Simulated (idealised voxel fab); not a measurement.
Herein follows the process module entitled voxel ribs on slabs.
It is cross-section cut that appears here, measuring 265 nm in width, its square cells being 5 nm in size.
The cross-sections in this document take the form of a grid made of square cells. They are written out as bands, in order from top to bottom. Each band consists of one or more rows of cells. Basically the band line says how high the top is and how high the bottom is, in nm, and then what's in it from left to right, every material with its width in nm. Empty space shows up as "empty", and if a single material carries "all across" it runs the full band edge to edge. The level at which height equals 0 is the one under which the wafer, as it arrives, is entirely one material. No lower edge exists for the bottom band, which continues downward and is notated as in "z 0 and below". When a width is written as two numbers, as in "30->40", the first number is the width in the top row of cells of the band and the second is the width in its bottom row, and the width changes by the same amount from each row to the next. The designation "stayed the same", where it is given for a processing step, indicates that no cell of the cross-section was altered in the course of that step. Voids not open to the top, 8 cells minimum: see "Closed void entries". Written width x height at distance; distance is from the left edge; nm. Anything after a step's settings on that line? It's the simulator's own note about the step. overlay nm: for a step with a mask, the amount by which the mask lay right of where it was planned; a negative amount means left of it.

LISTED BELOW ARE THE PROCESS STEPS AS PLANNED
1,RECEIVE | material Si
2,DIRECTIONAL_DEP | material SiO2 | thk nm 20
3,DIRECTIONAL_DEP | material SiN | thk nm 25
4,DIRECTIONAL_DEP | material aC | thk nm 10
5,PATTERN | tone cover | mask id RIB | material resist | width nm 25 | thk nm 25 | overlay nm 0
6,DIRECTIONAL_ETCH | etch materials aC | depth nm 10
7,STRIP | etch materials resist
8,DIRECTIONAL_ETCH | etch materials SiN | depth nm 20
9,STRIP | etch materials aC
10,MASKED_ETCH | tone cover | mask id SLAB | width nm 75 | etch materials SiN | depth nm 5 | overlay nm 0
11,FILL_DEP | material SiO2 | thk nm 15
12,CMP | height nm 55
13,DIRECTIONAL_DEP | material TiN | thk nm 5
14,MASKED_ETCH | tone cover | mask id HEATER | width nm 35 | etch materials TiN | depth nm 5 | overlay nm 0
15,CONFORMAL_DEP | material SiO2 | thk nm 5

FIRST OF THE TWO WAFERS, RUN PER PLAN

THIS IS THE CROSS-SECTION OF THE WAFER AS WE RECEIVED IT, I.E. AFTER STEP 1
* z 0 and below  Si all across
* Closed void entries: none

ONCE STEP 2 IS THROUGH, THE WAFER LOOKS LIKE THIS IN CROSS-SECTION
* z 20 to 0  SiO2 all across
* Everything below 0 is unchanged.

ONCE STEP 3 IS THROUGH, THE WAFER LOOKS LIKE THIS IN CROSS-SECTION
* z 45 to 20  SiN all across
* Everything below 20 is unchanged.

ONCE STEP 4 IS THROUGH, THE WAFER LOOKS LIKE THIS IN CROSS-SECTION
* z 55 to 45  aC all across
* Everything below 45 is unchanged.

ONCE STEP 5 IS THROUGH, THE WAFER LOOKS LIKE THIS IN CROSS-SECTION
* z 80 to 55  empty (120); resist (25); empty (120)
* Everything below 55 is unchanged.

ONCE STEP 6 IS THROUGH, THE WAFER LOOKS LIKE THIS IN CROSS-SECTION
* z 70 to 55  empty (120); resist (25); empty (120)
* z 55 to 45  empty (120); aC (25); empty (120)
* Everything below 45 is unchanged.

ONCE STEP 7 IS THROUGH, THE WAFER LOOKS LIKE THIS IN CROSS-SECTION
* z 55 to 45  empty (120); aC (25); empty (120)
* Everything below 45 is unchanged.

ONCE STEP 8 IS THROUGH, THE WAFER LOOKS LIKE THIS IN CROSS-SECTION
* z 55 to 45  empty (120); aC (25); empty (120)
* z 45 to 25  empty (120); SiN (25); empty (120)
* Everything below 25 is unchanged.

ONCE STEP 9 IS THROUGH, THE WAFER LOOKS LIKE THIS IN CROSS-SECTION
* z 45 to 25  empty (120); SiN (25); empty (120)
* Everything below 25 is unchanged.

ONCE STEP 10 IS THROUGH, THE WAFER LOOKS LIKE THIS IN CROSS-SECTION
* z 45 to 25  empty (120); SiN (25); empty (120)
* z 25 to 20  empty (95); SiN (75); empty (95)
* Everything below 20 is unchanged.

ONCE STEP 11 IS THROUGH, THE WAFER LOOKS LIKE THIS IN CROSS-SECTION
* z 60 to 45  SiO2 all across
* z 45 to 25  SiO2 (120); SiN (25); SiO2 (120)
* z 25 to 20  SiO2 (95); SiN (75); SiO2 (95)
* Everything below 20 is unchanged.

ONCE STEP 12 IS THROUGH, THE WAFER LOOKS LIKE THIS IN CROSS-SECTION
* z 55 to 45  SiO2 all across
* Everything below 45 is unchanged.

ONCE STEP 13 IS THROUGH, THE WAFER LOOKS LIKE THIS IN CROSS-SECTION
* z 60 to 55  TiN all across
* Everything below 55 is unchanged.

ONCE STEP 14 IS THROUGH, THE WAFER LOOKS LIKE THIS IN CROSS-SECTION
* z 60 to 55  empty (115); TiN (35); empty (115)
* Everything below 55 is unchanged.

ONCE STEP 15 IS THROUGH, THE WAFER LOOKS LIKE THIS IN CROSS-SECTION
* z 65 to 60  empty (110); SiO2 (45); empty (110)
* z 60 to 55  SiO2 (115); TiN (35); SiO2 (115)
* Everything below 55 is unchanged.

SECOND WAFER. START AND PLAN AS FOR THE FIRST. ONE MISTAKE MADE IN RUNNING. AGREES WITH THE FIRST UP TO AND INCLUDING STEP 1

CROSS-SECTION: SECOND WAFER, TIME AT WHICH STEP 2 WAS SCHEDULED TO END
* z 40 to 0  SiO2 all across
* Everything below 0 is unchanged.

CROSS-SECTION: SECOND WAFER, TIME AT WHICH STEP 3 WAS SCHEDULED TO END
* z 65 to 40  SiN all across
* Everything below 40 is unchanged.

CROSS-SECTION: SECOND WAFER, TIME AT WHICH STEP 4 WAS SCHEDULED TO END
* z 75 to 65  aC all across
* Everything below 65 is unchanged.

CROSS-SECTION: SECOND WAFER, TIME AT WHICH STEP 5 WAS SCHEDULED TO END
* z 100 to 75  empty (120); resist (25); empty (120)
* Everything below 75 is unchanged.

CROSS-SECTION: SECOND WAFER, TIME AT WHICH STEP 6 WAS SCHEDULED TO END
* z 90 to 75  empty (120); resist (25); empty (120)
* z 75 to 65  empty (120); aC (25); empty (120)
* Everything below 65 is unchanged.

CROSS-SECTION: SECOND WAFER, TIME AT WHICH STEP 7 WAS SCHEDULED TO END
* z 75 to 65  empty (120); aC (25); empty (120)
* Everything below 65 is unchanged.

CROSS-SECTION: SECOND WAFER, TIME AT WHICH STEP 8 WAS SCHEDULED TO END
* z 75 to 65  empty (120); aC (25); empty (120)
* z 65 to 45  empty (120); SiN (25); empty (120)
* Everything below 45 is unchanged.

CROSS-SECTION: SECOND WAFER, TIME AT WHICH STEP 9 WAS SCHEDULED TO END
* z 65 to 45  empty (120); SiN (25); empty (120)
* Everything below 45 is unchanged.

CROSS-SECTION: SECOND WAFER, TIME AT WHICH STEP 10 WAS SCHEDULED TO END
* z 65 to 45  empty (120); SiN (25); empty (120)
* z 45 to 40  empty (95); SiN (75); empty (95)
* Everything below 40 is unchanged.

CROSS-SECTION: SECOND WAFER, TIME AT WHICH STEP 11 WAS SCHEDULED TO END
* z 80 to 65  SiO2 all across
* z 65 to 45  SiO2 (120); SiN (25); SiO2 (120)
* z 45 to 40  SiO2 (95); SiN (75); SiO2 (95)
* Everything below 40 is unchanged.

CROSS-SECTION: SECOND WAFER, TIME AT WHICH STEP 12 WAS SCHEDULED TO END
* z 55 to 45  SiO2 (120); SiN (25); SiO2 (120)
* Everything below 45 is unchanged.

CROSS-SECTION: SECOND WAFER, TIME AT WHICH STEP 13 WAS SCHEDULED TO END
* z 60 to 55  TiN all across
* Everything below 55 is unchanged.

CROSS-SECTION: SECOND WAFER, TIME AT WHICH STEP 14 WAS SCHEDULED TO END
* z 60 to 55  empty (115); TiN (35); empty (115)
* Everything below 55 is unchanged.

CROSS-SECTION: SECOND WAFER, TIME AT WHICH STEP 15 WAS SCHEDULED TO END
* z 65 to 60  empty (110); SiO2 (45); empty (110)
* z 60 to 55  SiO2 (115); TiN (35); SiO2 (115)
* Everything below 55 is unchanged.
What was the processing mistake? plan step 2 was twice executed
End of process, cell counts, second wafer against first, materials with more or fewer: -10 SiN, +10 SiO2
